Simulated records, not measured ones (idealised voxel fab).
process module | voxel self aligned vias
cross-section cut | 200 nm wide | cells 5 nm
A cross-section is a grid of square cells, given in bands from the top down. A band is one or more rows of cells.
Each band's line starts with the height of the band's top and of its bottom, in nm. Then come its materials from left to right, each with its width in nm. One material with "throughout" fills the band from edge to edge. "air" is empty space.
Height 0 is the level under which the wafer as received is all one material. The lowest band goes on downwards, as in "0 down".
A width such as "30 to 40" changes by the same amount from each row of cells to the next, from the band's top row to its bottom row.
"no change" after a step means that no cell of the cross-section changed.
closed voids: empty space of 8 cells or more with no open way to the top, each as width x height at its distance from the left edge, in nm
after a step's settings: what the simulator itself notes on the step
overlay nm, on a step with a mask: how far to the right of its planned place the mask lay; to the left if negative
plan
1 op RECEIVE | material Si
2 op CONFORMAL_DEP | material SiO2 | thk nm 10
3 op CONFORMAL_DEP | material SiCN | thk nm 5
4 op DIRECTIONAL_DEP | material SiO2 | thk nm 30
5 op PATTERN | tone open | mask id LINES | material resist | width nm 30 | pitch nm 70 | thk nm 15 | overlay nm 0
6 op DIRECTIONAL_ETCH | etch materials SiO2 | depth nm 30
7 op STRIP | etch materials resist
8 op CONFORMAL_DEP | material TiN | thk nm 5
9 op FILL_DEP | material Ru | thk nm 10
10 op CMP | height nm 45
11 op SELECTIVE_ETCH | etch materials W Ru TiN | depth nm 5
12 op FILL_DEP | material SiN | thk nm 5
13 op CMP | height nm 45
14 op DIRECTIONAL_DEP | material SiO2 | thk nm 20
15 op PATTERN | tone open | mask id VIAS | material resist | width nm 50 | pitch nm 70 | thk nm 15 | overlay nm 0
16 op DIRECTIONAL_ETCH | etch materials SiO2 | depth nm 20
17 op DIRECTIONAL_ETCH | etch materials SiN | depth nm 5
18 op STRIP | etch materials resist
19 op CONFORMAL_DEP | material TiN | thk nm 5
20 op FILL_DEP | material W | thk nm 5
21 op CMP | height nm 65
22 op CONFORMAL_DEP | material SiCN | thk nm 5
as received, after step 1
  0 down: Si throughout
  closed voids: none
first wafer at the end, as planned
  70 to 65: SiCN throughout
  65 to 50: SiO2 40 | TiN 5 | W 40 | TiN 5 | SiO2 20 | TiN 5 | W 40 | TiN 5 | SiO2 40
  50 to 45: SiO2 40 | TiN 15 | W 20 | TiN 15 | SiO2 20 | TiN 15 | W 20 | TiN 15 | SiO2 40
  45 to 40: SiO2 50 | TiN 30 | SiO2 40 | TiN 30 | SiO2 50
  40 to 20: SiO2 50 | TiN 5 | Ru 20 | TiN 5 | SiO2 40 | TiN 5 | Ru 20 | TiN 5 | SiO2 50
  20 to 15: SiO2 50 | TiN 30 | SiO2 40 | TiN 30 | SiO2 50
  15 to 10: SiCN throughout
  10 to 0: SiO2 throughout
  0 down: Si throughout
  closed voids: none
second wafer at the end: like start, like plan, one mistake
  70 to 65: SiCN throughout
  65 to 45: SiO2 40 | TiN 5 | W 40 | TiN 5 | SiO2 20 | TiN 5 | W 40 | TiN 5 | SiO2 40
  45 to 40: SiO2 40 | TiN 50 | SiO2 20 | TiN 50 | SiO2 40
  40 to 25: SiO2 40 | TiN 15 | Ru 20 | TiN 15 | SiO2 20 | TiN 15 | Ru 20 | TiN 15 | SiO2 40
  25 to 20: SiO2 50 | TiN 5 | Ru 20 | TiN 5 | SiO2 40 | TiN 5 | Ru 20 | TiN 5 | SiO2 50
  20 to 15: SiO2 50 | TiN 30 | SiO2 40 | TiN 30 | SiO2 50
  15 to 10: SiCN throughout
  10 to 0: SiO2 throughout
  0 down: Si throughout
  closed voids: none
what went wrong: step 16 was run twice
at the end the second wafer has, in cells: 32 fewer of SiO2 | 24 more of TiN | 8 more of W
